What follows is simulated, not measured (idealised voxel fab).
voxel air gaps: a process module
Square cell edge 5 nm, section width 250 nm, ID cut.
Cross-section format: a grid of square cells, given as bands from top to bottom; each band is one or more rows of cells. Basically the band line says how high the top is and how high the bottom is, in nm, and then what's in it from left to right, every material with its width in nm. Empty space shows up as "blank", and if a single material carries "full width" it runs the full band edge to edge. A quick word on heights: they are counted from 0, and under that level the wafer as it came to us is one material throughout. The lowest band is different from the rest in having no bottom; it simply continues downward, written as in "0 and below". Note: "30 to 40" means the width goes from the first number (top row of the band) to the second number (bottom row) in equal steps per row of cells. Step marked "no alterations made"? Then no cell in the cross-section changed in it. Look at "Unvented internal voids" for the closed voids: empty spaces with no open path to the top, sized 8 cells or up. Each is width x height at distance, distance from the left edge, all nm. Past the settings on a step's line: simulator remark, on that step. "overlay nm" answers the question of how far to the right of plan the mask lay on a step that has a mask, and when it is negative the answer is to the left.

Below is the list of planned process steps
1. RECEIVE [material Si]
2. CONFORMAL_DEP [material SiO2] [thk nm 10]
3. CONFORMAL_DEP [material SiN] [thk nm 5]
4. DIRECTIONAL_DEP [material SiO2] [thk nm 30]
5. PATTERN [tone open] [mask id LINES] [material resist] [width nm 25] [pitch nm 55] [thk nm 20] [overlay nm 0]
6. DIRECTIONAL_ETCH [etch materials SiO2] [depth nm 30]
7. STRIP [etch materials resist]
8. CONFORMAL_DEP [material TiN] [thk nm 5]
9. FILL_DEP [material W] [thk nm 5]
10. CMP [height nm 45]
11. EPI [material Ru] [thk nm 10]
12. SELECTIVE_ETCH [etch materials SiO2] [depth nm 40]
13. CONFORMAL_DEP [material SiCN] [thk nm 5]

Delivered wafer in cross-section: state after step 1
* 0 and below = Si full width
* Unvented internal voids: none

The first of the two wafers as seen in cross-section once the module was finished; processing followed the plan
* 60 down to 55 = blank=15, SiCN=220, blank=15
* 55 down to 45 = blank=15, SiCN=5, Ru=45, SiCN=10, Ru=45, SiCN=10, Ru=45, SiCN=10, Ru=45, SiCN=5, blank=15
* 45 down to 40 = blank=15, SiCN=15, TiN=5, W=15, TiN=5, SiCN=30, TiN=5, W=15, TiN=5, SiCN=30, TiN=5, W=15, TiN=5, SiCN=30, TiN=5, W=15, TiN=5, SiCN=15, blank=15
* 40 down to 20 = blank=25, SiCN=5, TiN=5, W=15, TiN=5, SiCN=5, blank=20, SiCN=5, TiN=5, W=15, TiN=5, SiCN=5, blank=20, SiCN=5, TiN=5, W=15, TiN=5, SiCN=5, blank=20, SiCN=5, TiN=5, W=15, TiN=5, SiCN=5, blank=25
* 20 down to 15 = SiCN=30, TiN=25, SiCN=30, TiN=25, SiCN=30, TiN=25, SiCN=30, TiN=25, SiCN=30
* 15 down to 10 = SiN full width
* 10 down to 0 = SiO2 full width
* 0 and below = Si full width
* Unvented internal voids: 20 x 20 at 60; 20 x 20 at 115; 20 x 20 at 170

End-of-module cross-section of the second wafer: identical starting point and process plan to the first, with one processing mistake
* 60 down to 55 = blank=20, SiCN=220, blank=10
* 55 down to 45 = blank=20, SiCN=5, Ru=45, SiCN=10, Ru=45, SiCN=10, Ru=45, SiCN=10, Ru=45, SiCN=5, blank=10
* 45 down to 40 = blank=20, SiCN=15, TiN=5, W=15, TiN=5, SiCN=30, TiN=5, W=15, TiN=5, SiCN=30, TiN=5, W=15, TiN=5, SiCN=30, TiN=5, W=15, TiN=5, SiCN=15, blank=10
* 40 down to 20 = blank=30, SiCN=5, TiN=5, W=15, TiN=5, SiCN=5, blank=20, SiCN=5, TiN=5, W=15, TiN=5, SiCN=5, blank=20, SiCN=5, TiN=5, W=15, TiN=5, SiCN=5, blank=20, SiCN=5, TiN=5, W=15, TiN=5, SiCN=5, blank=20
* 20 down to 15 = SiCN=35, TiN=25, SiCN=30, TiN=25, SiCN=30, TiN=25, SiCN=30, TiN=25, SiCN=25
* 15 down to 10 = SiN full width
* 10 down to 0 = SiO2 full width
* 0 and below = Si full width
* Unvented internal voids: 20 x 20 at 65; 20 x 20 at 120; 20 x 20 at 175
The plan and the run diverged here: step 5, actual vs plan mismatch, actual run PATTERN [tone open] [mask id LINES] [material resist] [width nm 25] [pitch nm 55] [thk nm 20] [overlay nm 5]
Cell counts per material: same on both final wafers. Positions: different.
